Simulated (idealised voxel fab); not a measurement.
Process module name: voxel transistor to metal
Pictured: cross-section cut, 155 nm wide, on a grid of 5 nm square cells.
Cross-section = grid of square cells, listed top down in bands; band = one or more rows. The entry gives the band's vertical extent as a top height and a bottom height in nm, then its horizontal make-up as materials from left to right, each with a width in nm. "empty" stands for empty space; a single material marked "all across" fills the band edge to edge. Where do heights start? At 0: under that level the wafer as delivered is made of one material only. And the lowest band has no floor; it just carries on downward, as in "0 down". Top row gets the first number, bottom row gets the second, and each row in between changes by the same step: that is how a band width like "30..40" works. Step note "stayed the same" = no cross-section cell changed. "Closed void table" specifies each empty space that is not open to the top and that occupies no fewer than 8 cells, using the form width x height at distance, the distance measured from the left edge and all three quantities in nm. On each step's line, the part that comes after the settings is the simulator's own comment on the step. Each step line may optionally specify "overlay nm", which for a step with a mask gives the rightward distance between the mask's planned place and where it lay, a negative value indicating the leftward direction.

### The planned process steps are enumerated hereunder
| 1 | RECEIVE: material Si |
| 2 | OXIDIZE: depth nm 5 |
| 3 | CONFORMAL_DEP: material SiN, thk nm 15 |
| 4 | MASKED_ETCH: tone cover, mask id ACTIVE, width nm 115, etch materials SiN, depth nm 15, overlay nm 0 |
| 5 | MASKED_ETCH: tone cover, mask id ACTIVE, width nm 115, etch materials SiO2, depth nm 5, overlay nm 0 |
| 6 | MASKED_ETCH: tone cover, mask id ACTIVE, width nm 115, etch materials Si, depth nm 25, overlay nm 0 |
| 7 | FILL_DEP: material SiO2, thk nm 15 |
| 8 | CMP: height nm 15 |
| 9 | SELECTIVE_ETCH: etch materials SiO2, depth nm 10 |
| 10 | STRIP: etch materials SiN |
| 11 | SELECTIVE_ETCH: etch materials SiO2, depth nm 5 |
| 12 | OXIDIZE: depth nm 5 |
| 13 | DIRECTIONAL_DEP: material polySi, thk nm 30 |
| 14 | DIRECTIONAL_DEP: material SiCN, thk nm 10 |
| 15 | MASKED_ETCH: tone cover, mask id GATE, width nm 25, etch materials SiCN, depth nm 20, overlay nm 0 |
| 16 | MASKED_ETCH: tone cover, mask id GATE, width nm 25, etch materials polySi, depth nm 40, overlay nm 0 |
| 17 | CONFORMAL_DEP: material SiN, thk nm 5 |
| 18 | DIRECTIONAL_ETCH: etch materials SiN, depth nm 5 |
| 19 | DIRECTIONAL_ETCH: etch materials SiO2, depth nm 5 |
| 20 | DIRECTIONAL_ETCH: etch materials Si, depth nm 5 |
| 21 | EPI: material pSi, thk nm 5 |
| 22 | FILL_DEP: material SiO2, thk nm 5 |
| 23 | CMP: height nm 35 |
| 24 | DIRECTIONAL_DEP: material SiO2, thk nm 10 |
| 25 | DIRECTIONAL_DEP: material aC, thk nm 10 |
| 26 | PATTERN: tone open, mask id CONTACT, material resist, width nm 20, pitch nm 85, thk nm 25, overlay nm 0 |
| 27 | DIRECTIONAL_ETCH: etch materials aC, depth nm 10 |
| 28 | STRIP: etch materials resist |
| 29 | DIRECTIONAL_ETCH: etch materials SiO2, depth nm 55 |
| 30 | STRIP: etch materials aC |
| 31 | CONFORMAL_DEP: material TiN, thk nm 5 |
| 32 | FILL_DEP: material W, thk nm 5 |
| 33 | CMP: height nm 45 |
| 34 | DIRECTIONAL_DEP: material TiN, thk nm 5 |
| 35 | DIRECTIONAL_DEP: material Ru, thk nm 25 |
| 36 | PATTERN: tone cover, mask id METAL_1, material resist, width nm 20, pitch nm 85, thk nm 15, overlay nm 0 |
| 37 | DIRECTIONAL_ETCH: etch materials Ru, depth nm 25 |
| 38 | DIRECTIONAL_ETCH: etch materials TiN, depth nm 5 |
| 39 | STRIP: etch materials resist |
| 40 | FILL_DEP: material lowk, thk nm 10 |
| 41 | CMP: height nm 75 |
| 42 | CONFORMAL_DEP: material SiCN, thk nm 5 |
| 43 | DIRECTIONAL_DEP: material SiO2, thk nm 25 |
| 44 | MASKED_ETCH: tone open, mask id METAL_2, width nm 20, pitch nm 85, etch materials SiO2, depth nm 15, overlay nm 0 |
| 45 | PATTERN: tone open, mask id METAL_2_HOLES, material resist, width nm 15, pitch nm 85, thk nm 15, overlay nm 0 |
| 46 | DIRECTIONAL_ETCH: etch materials SiO2, depth nm 10 |
| 47 | DIRECTIONAL_ETCH: etch materials SiCN, depth nm 5 |
| 48 | STRIP: etch materials resist |
| 49 | CONFORMAL_DEP: material TiN, thk nm 5 |
| 50 | FILL_DEP: material Cu, thk nm 5 |
| 51 | CMP: height nm 105 |
| 52 | CONFORMAL_DEP: material SiCN, thk nm 5 |
For this document, wafers share an identical start and vary in the step 20 depth nm; the plan quotes the first wafer's value.

### The first of several wafers in cross-section, exactly as it reached us after step 1
	0 down | Si all across
	Closed void table: none

### End of module, by wafer: material-by-material cell gain (+) or loss (-) since receipt, then closed voids
depth nm 5 | +14 Cu | +40 Ru | -110 Si | +66 SiCN | +18 SiN | +344 SiO2 | +84 TiN | +40 W | +138 lowk | +18 pSi | +30 polySi | Closed void table: none
depth nm 10 | +14 Cu | +40 Ru | -126 Si | +66 SiCN | +18 SiN | +358 SiO2 | +84 TiN | +40 W | +138 lowk | +20 pSi | +30 polySi | Closed void table: none
depth nm 15 | +14 Cu | +40 Ru | -142 Si | +66 SiCN | +18 SiN | +372 SiO2 | +84 TiN | +40 W | +138 lowk | +22 pSi | +30 polySi | Closed void table: none
depth nm 20 | +14 Cu | +40 Ru | -158 Si | +66 SiCN | +18 SiN | +386 SiO2 | +84 TiN | +40 W | +138 lowk | +24 pSi | +30 polySi | Closed void table: none
